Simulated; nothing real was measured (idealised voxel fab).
process module | voxel wiring stack
cross-section cut | 240 nm wide | cells 5 nm
A cross-section is a grid of square cells, given in bands from the top down. A band is one or more rows of cells.
Each band's line starts with the height of the band's top and of its bottom, in nm. Then come its materials from left to right, each with its width in nm. One material with "throughout" fills the band from edge to edge. "air" is empty space.
Height 0 is the level under which the wafer as received is all one material. The lowest band goes on downwards, as in "0 down".
A width such as "30 to 40" changes by the same amount from each row of cells to the next, from the band's top row to its bottom row.
"no change" after a step means that no cell of the cross-section changed.
closed voids: empty space of 8 cells or more with no open way to the top, each as width x height at its distance from the left edge, in nm
after a step's settings: what the simulator itself notes on the step
overlay nm, on a step with a mask: how far to the right of its planned place the mask lay; to the left if negative
plan
1 op RECEIVE | material Si
2 op CONFORMAL_DEP | material SiO2 | thk nm 10
3 op CONFORMAL_DEP | material SiN | thk nm 5
4 op DIRECTIONAL_DEP | material lowk | thk nm 15
5 op MASKED_ETCH | tone open | mask id METAL_1 | width nm 30 | pitch nm 45 | etch materials lowk | depth nm 15 | overlay nm 0
6 op MASKED_ETCH | tone open | mask id METAL_1 | width nm 30 | pitch nm 45 | etch materials SiN | depth nm 5 | overlay nm 0
7 op CONFORMAL_DEP | material TiN | thk nm 5
8 op FILL_DEP | material Cu | thk nm 5
9 op CMP | height nm 30
10 op CONFORMAL_DEP | material SiCN | thk nm 5
11 op DIRECTIONAL_DEP | material SiO2 | thk nm 10
12 op PATTERN | tone open | mask id PLUG_1 | material resist | width nm 15 | pitch nm 45 | thk nm 20 | overlay nm 0
13 op DIRECTIONAL_ETCH | etch materials SiO2 | depth nm 10
14 op DIRECTIONAL_ETCH | etch materials SiCN | depth nm 5
15 op STRIP | etch materials resist
16 op CONFORMAL_DEP | material TiN | thk nm 5
17 op FILL_DEP | material W | thk nm 5
18 op CMP | height nm 45
19 op DIRECTIONAL_DEP | material TiN | thk nm 5
20 op DIRECTIONAL_DEP | material W | thk nm 15
21 op PATTERN | tone cover | mask id METAL_2 | material resist | width nm 30 | pitch nm 45 | thk nm 20 | overlay nm 0
22 op DIRECTIONAL_ETCH | etch materials W | depth nm 15
23 op DIRECTIONAL_ETCH | etch materials TiN | depth nm 5
24 op STRIP | etch materials resist
25 op FILL_DEP | material lowk | thk nm 10
26 op CMP | height nm 65
27 op CONFORMAL_DEP | material SiCN | thk nm 5
28 op DIRECTIONAL_DEP | material lowk | thk nm 10
29 op PATTERN | tone open | mask id PLUG_2 | material resist | width nm 15 | pitch nm 90 | thk nm 15 | overlay nm 0
30 op DIRECTIONAL_ETCH | etch materials lowk | depth nm 10
31 op DIRECTIONAL_ETCH | etch materials SiCN | depth nm 5
32 op STRIP | etch materials resist
33 op EPI | material Ru | thk nm 10
34 op EPI | material Ru | thk nm 5
35 op CONFORMAL_DEP | material SiCN | thk nm 5
36 op DIRECTIONAL_DEP | material SiO2 | thk nm 20
37 op MASKED_ETCH | tone open | mask id METAL_3 | width nm 30 | pitch nm 45 | etch materials SiO2 | depth nm 20 | overlay nm 0
38 op MASKED_ETCH | tone open | mask id METAL_3 | width nm 30 | pitch nm 45 | etch materials SiCN | depth nm 5 | overlay nm 0
39 op CONFORMAL_DEP | material TiN | thk nm 5
40 op FILL_DEP | material Cu | thk nm 10
41 op CMP | height nm 105
42 op CONFORMAL_DEP | material SiCN | thk nm 5
43 op DIRECTIONAL_DEP | material lowk | thk nm 35
44 op MASKED_ETCH | tone open | mask id METAL_4 | width nm 30 | pitch nm 45 | etch materials lowk | depth nm 20 | overlay nm 0
45 op MASKED_ETCH | tone open | mask id METAL_4_HOLES | width nm 15 | pitch nm 45 | etch materials lowk | depth nm 15 | overlay nm 0
46 op MASKED_ETCH | tone open | mask id METAL_4_HOLES | width nm 15 | pitch nm 45 | etch materials SiCN | depth nm 5 | overlay nm 0
47 op CONFORMAL_DEP | material TiN | thk nm 5
48 op FILL_DEP | material Cu | thk nm 5
49 op CMP | height nm 145
50 op CONFORMAL_DEP | material SiN | thk nm 5
as received, after step 1
  0 down: Si throughout
  closed voids: none
first wafer at the end, as planned
  150 to 145: SiN throughout
  145 to 130: lowk 60 | TiN 5 | Cu 20 | TiN 5 | lowk 15 | TiN 5 | Cu 20 | TiN 5 | lowk 15 | TiN 5 | Cu 20 | TiN 5 | lowk 60
  130 to 125: lowk 60 | TiN 5 | Cu 5 | TiN 20 | lowk 15 | TiN 5 | Cu 5 | TiN 20 | lowk 15 | TiN 5 | Cu 5 | TiN 20 | lowk 60
  125 to 110: lowk 60 | TiN 5 | Cu 5 | TiN 5 | lowk 30 | TiN 5 | Cu 5 | TiN 5 | lowk 30 | TiN 5 | Cu 5 | TiN 5 | lowk 75
  110 to 105: SiCN 60 | TiN 15 | SiCN 30 | TiN 15 | SiCN 30 | TiN 15 | SiCN 75
  105 to 85: SiO2 60 | TiN 5 | Cu 20 | TiN 5 | SiO2 15 | TiN 5 | Cu 20 | TiN 5 | SiO2 15 | TiN 5 | Cu 20 | TiN 5 | SiO2 60
  85 to 80: SiCN 60 | TiN 30 | SiCN 15 | TiN 30 | SiCN 15 | TiN 30 | SiCN 60
  80 to 70: lowk 60 | Ru 15 | lowk 75 | Ru 15 | lowk 75
  70 to 65: SiCN 60 | Ru 15 | SiCN 75 | Ru 15 | SiCN 75
  65 to 50: lowk 60 | W 30 | lowk 15 | W 30 | lowk 15 | W 30 | lowk 60
  50 to 45: lowk 60 | TiN 30 | lowk 15 | TiN 30 | lowk 15 | TiN 30 | lowk 60
  45 to 35: SiO2 60 | TiN 5 | W 5 | TiN 5 | SiO2 30 | TiN 5 | W 5 | TiN 5 | SiO2 30 | TiN 5 | W 5 | TiN 5 | SiO2 75
  35 to 30: SiCN 60 | TiN 15 | SiCN 30 | TiN 15 | SiCN 30 | TiN 15 | SiCN 75
  30 to 15: lowk 60 | TiN 5 | Cu 20 | TiN 5 | lowk 15 | TiN 5 | Cu 20 | TiN 5 | lowk 15 | TiN 5 | Cu 20 | TiN 5 | lowk 60
  15 to 10: SiN 60 | TiN 30 | SiN 15 | TiN 30 | SiN 15 | TiN 30 | SiN 60
  10 to 0: SiO2 throughout
  0 down: Si throughout
  closed voids: none
second wafer at the end: like start, like plan, one mistake
  150 to 145: SiN throughout
  145 to 125: lowk 60 | TiN 5 | Cu 20 | TiN 5 | lowk 15 | TiN 5 | Cu 20 | TiN 5 | lowk 15 | TiN 5 | Cu 20 | TiN 5 | lowk 60
  125 to 120: lowk 60 | TiN 5 | Cu 5 | TiN 20 | lowk 15 | TiN 5 | Cu 5 | TiN 20 | lowk 15 | TiN 5 | Cu 5 | TiN 20 | lowk 60
  120 to 110: lowk 60 | TiN 5 | Cu 5 | TiN 5 | lowk 30 | TiN 5 | Cu 5 | TiN 5 | lowk 30 | TiN 5 | Cu 5 | TiN 5 | lowk 75
  110 to 105: SiCN 60 | TiN 15 | SiCN 30 | TiN 15 | SiCN 30 | TiN 15 | SiCN 75
  105 to 85: SiO2 60 | TiN 5 | Cu 20 | TiN 5 | SiO2 15 | TiN 5 | Cu 20 | TiN 5 | SiO2 15 | TiN 5 | Cu 20 | TiN 5 | SiO2 60
  85 to 80: SiCN 60 | TiN 30 | SiCN 15 | TiN 30 | SiCN 15 | TiN 30 | SiCN 60
  80 to 70: lowk 60 | Ru 15 | lowk 75 | Ru 15 | lowk 75
  70 to 65: SiCN 60 | Ru 15 | SiCN 75 | Ru 15 | SiCN 75
  65 to 50: lowk 60 | W 30 | lowk 15 | W 30 | lowk 15 | W 30 | lowk 60
  50 to 45: lowk 60 | TiN 30 | lowk 15 | TiN 30 | lowk 15 | TiN 30 | lowk 60
  45 to 35: SiO2 60 | TiN 5 | W 5 | TiN 5 | SiO2 30 | TiN 5 | W 5 | TiN 5 | SiO2 30 | TiN 5 | W 5 | TiN 5 | SiO2 75
  35 to 30: SiCN 60 | TiN 15 | SiCN 30 | TiN 15 | SiCN 30 | TiN 15 | SiCN 75
  30 to 15: lowk 60 | TiN 5 | Cu 20 | TiN 5 | lowk 15 | TiN 5 | Cu 20 | TiN 5 | lowk 15 | TiN 5 | Cu 20 | TiN 5 | lowk 60
  15 to 10: SiN 60 | TiN 30 | SiN 15 | TiN 30 | SiN 15 | TiN 30 | SiN 60
  10 to 0: SiO2 throughout
  0 down: Si throughout
  closed voids: none
what went wrong: step 44 ran as: op MASKED_ETCH | tone open | mask id METAL_4 | width nm 30 | pitch nm 45 | etch materials lowk | depth nm 25 | overlay nm 0
at the end the second wafer has, in cells: 9 more of Cu | 9 fewer of lowk
